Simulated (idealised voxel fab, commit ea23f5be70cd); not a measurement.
The document below concerns the process module designated voxel tone inversion.
The figure presents cross-section cut, which has a width of 280 nm and is divided into square cells with an edge length of 5 nm.
We lay out every cross-section as a grid of square cells and spell it out in bands from the top down, where one band means one or more rows of cells. Heights first: top, then bottom, in nm. Then materials, left to right, each with a width in nm. "all across" on a single material: fills the band edge to edge. "blank": empty space. Heights from 0 (as-received wafer is one material below). Bottom band endless downward, as "0 down". Width: "30..40" (first number = top row, second number = bottom row, same change from row to row of cells). "nothing altered", as given for a step, is the statement that not any cell of the cross-section underwent a change during that step. "Trapped voids" enumerates empty spaces isolated from the top, with no open way to it, that contain at least 8 cells, giving each as width x height at distance from the left edge, all three in nm. It should be noted that, on the line of a given step, the content following the step's settings is a remark produced by the simulator itself with respect to that step. "overlay nm" answers the question of how far to the right of plan the mask lay on a step that has a mask, and when it is negative the answer is to the left.
Listed below are the process steps as planned:
1) op RECEIVE | material Si
2) op CONFORMAL_DEP | material SiN | thk nm 10
3) op DIRECTIONAL_DEP | material aC | thk nm 20
4) op PATTERN | tone cover | mask id POSTS | material resist | width nm 20 | pitch nm 40 | thk nm 30 | overlay nm 0
5) op DIRECTIONAL_ETCH | etch materials aC | depth nm 20
6) op STRIP | etch materials resist
7) op FILL_DEP | material lowk | thk nm 5
8) op CMP | height nm 30
9) op STRIP | etch materials aC
10) op CONFORMAL_DEP | material TiN | thk nm 5
11) op FILL_DEP | material Ru | thk nm 5
12) op CMP | height nm 30
13) op CONFORMAL_DEP | material SiCN | thk nm 5
The following pertains to the first of two wafers, which was processed as planned:
Received-state cross-section, reflecting completion of step 1:
    0 down  Si all across
    Trapped voids: none
Cross-sectional representation of the wafer at the conclusion of step 2:
    10 to 0  SiN all across
    For the remainder of the cross-section, below 0, there is no change.
Cross-sectional representation of the wafer at the conclusion of step 3:
    30 to 10  aC all across
    For the remainder of the cross-section, below 10, there is no change.
Cross-sectional representation of the wafer at the conclusion of step 4:
    60 to 30  90 of blank, then 20 of resist, then 20 of blank, then 20 of resist, then 20 of blank, then 20 of resist, then 90 of blank
    For the remainder of the cross-section, below 30, there is no change.
Cross-sectional representation of the wafer at the conclusion of step 5:
    40 to 30  90 of blank, then 20 of resist, then 20 of blank, then 20 of resist, then 20 of blank, then 20 of resist, then 90 of blank
    30 to 10  90 of blank, then 20 of aC, then 20 of blank, then 20 of aC, then 20 of blank, then 20 of aC, then 90 of blank
    For the remainder of the cross-section, below 10, there is no change.
Cross-sectional representation of the wafer at the conclusion of step 6:
    30 to 10  90 of blank, then 20 of aC, then 20 of blank, then 20 of aC, then 20 of blank, then 20 of aC, then 90 of blank
    For the remainder of the cross-section, below 10, there is no change.
Cross-sectional representation of the wafer at the conclusion of step 7:
    35 to 30  lowk all across
    30 to 10  90 of lowk, then 20 of aC, then 20 of lowk, then 20 of aC, then 20 of lowk, then 20 of aC, then 90 of lowk
    For the remainder of the cross-section, below 10, there is no change.
Cross-sectional representation of the wafer at the conclusion of step 8:
    30 to 10  90 of lowk, then 20 of aC, then 20 of lowk, then 20 of aC, then 20 of lowk, then 20 of aC, then 90 of lowk
    For the remainder of the cross-section, below 10, there is no change.
Cross-sectional representation of the wafer at the conclusion of step 9:
    30 to 10  90 of lowk, then 20 of blank, then 20 of lowk, then 20 of blank, then 20 of lowk, then 20 of blank, then 90 of lowk
    For the remainder of the cross-section, below 10, there is no change.
Cross-sectional representation of the wafer at the conclusion of step 10:
    35 to 30  95 of TiN, then 10 of blank, then 30 of TiN, then 10 of blank, then 30 of TiN, then 10 of blank, then 95 of TiN
    30 to 15  90 of lowk, then 5 of TiN, then 10 of blank, then 5 of TiN, then 20 of lowk, then 5 of TiN, then 10 of blank, then 5 of TiN, then 20 of lowk, then 5 of TiN, then 10 of blank, then 5 of TiN, then 90 of lowk
    15 to 10  90 of lowk, then 20 of TiN, then 20 of lowk, then 20 of TiN, then 20 of lowk, then 20 of TiN, then 90 of lowk
    For the remainder of the cross-section, below 10, there is no change.
Cross-sectional representation of the wafer at the conclusion of step 11:
    40 to 35  Ru all across
    35 to 30  95 of TiN, then 10 of Ru, then 30 of TiN, then 10 of Ru, then 30 of TiN, then 10 of Ru, then 95 of TiN
    30 to 15  90 of lowk, then 5 of TiN, then 10 of Ru, then 5 of TiN, then 20 of lowk, then 5 of TiN, then 10 of Ru, then 5 of TiN, then 20 of lowk, then 5 of TiN, then 10 of Ru, then 5 of TiN, then 90 of lowk
    For the remainder of the cross-section, below 15, there is no change.
Cross-sectional representation of the wafer at the conclusion of step 12:
    30 to 15  90 of lowk, then 5 of TiN, then 10 of Ru, then 5 of TiN, then 20 of lowk, then 5 of TiN, then 10 of Ru, then 5 of TiN, then 20 of lowk, then 5 of TiN, then 10 of Ru, then 5 of TiN, then 90 of lowk
    For the remainder of the cross-section, below 15, there is no change.
Cross-sectional representation of the wafer at the conclusion of step 13:
    35 to 30  SiCN all across
    For the remainder of the cross-section, below 30, there is no change.
Second of two: same start, same plan, one run error; steps up to and including 6 match the first:
Here is the second wafer in cross-section at the point where step 7 of the plan should have been done:
    40 to 30  lowk all across
    30 to 10  90 of lowk, then 20 of aC, then 20 of lowk, then 20 of aC, then 20 of lowk, then 20 of aC, then 90 of lowk
    For the remainder of the cross-section, below 10, there is no change.
Here is the second wafer in cross-section at the point where step 8 of the plan should have been done:
    30 to 10  90 of lowk, then 20 of aC, then 20 of lowk, then 20 of aC, then 20 of lowk, then 20 of aC, then 90 of lowk
    For the remainder of the cross-section, below 10, there is no change.
Here is the second wafer in cross-section at the point where step 9 of the plan should have been done:
    30 to 10  90 of lowk, then 20 of blank, then 20 of lowk, then 20 of blank, then 20 of lowk, then 20 of blank, then 90 of lowk
    For the remainder of the cross-section, below 10, there is no change.
Here is the second wafer in cross-section at the point where step 10 of the plan should have been done:
    35 to 30  95 of TiN, then 10 of blank, then 30 of TiN, then 10 of blank, then 30 of TiN, then 10 of blank, then 95 of TiN
    30 to 15  90 of lowk, then 5 of TiN, then 10 of blank, then 5 of TiN, then 20 of lowk, then 5 of TiN, then 10 of blank, then 5 of TiN, then 20 of lowk, then 5 of TiN, then 10 of blank, then 5 of TiN, then 90 of lowk
    15 to 10  90 of lowk, then 20 of TiN, then 20 of lowk, then 20 of TiN, then 20 of lowk, then 20 of TiN, then 90 of lowk
    For the remainder of the cross-section, below 10, there is no change.
Here is the second wafer in cross-section at the point where step 11 of the plan should have been done:
    40 to 35  Ru all across
    35 to 30  95 of TiN, then 10 of Ru, then 30 of TiN, then 10 of Ru, then 30 of TiN, then 10 of Ru, then 95 of TiN
    30 to 15  90 of lowk, then 5 of TiN, then 10 of Ru, then 5 of TiN, then 20 of lowk, then 5 of TiN, then 10 of Ru, then 5 of TiN, then 20 of lowk, then 5 of TiN, then 10 of Ru, then 5 of TiN, then 90 of lowk
    For the remainder of the cross-section, below 15, there is no change.
Here is the second wafer in cross-section at the point where step 12 of the plan should have been done:
    30 to 15  90 of lowk, then 5 of TiN, then 10 of Ru, then 5 of TiN, then 20 of lowk, then 5 of TiN, then 10 of Ru, then 5 of TiN, then 20 of lowk, then 5 of TiN, then 10 of Ru, then 5 of TiN, then 90 of lowk
    For the remainder of the cross-section, below 15, there is no change.
Here is the second wafer in cross-section at the point where step 13 of the plan should have been done:
    35 to 30  SiCN all across
    For the remainder of the cross-section, below 30, there is no change.
Short version of what went wrong: yeah, plan step 7 got run twice
at the end the two cross-sections are the same: no effect in what this model computes
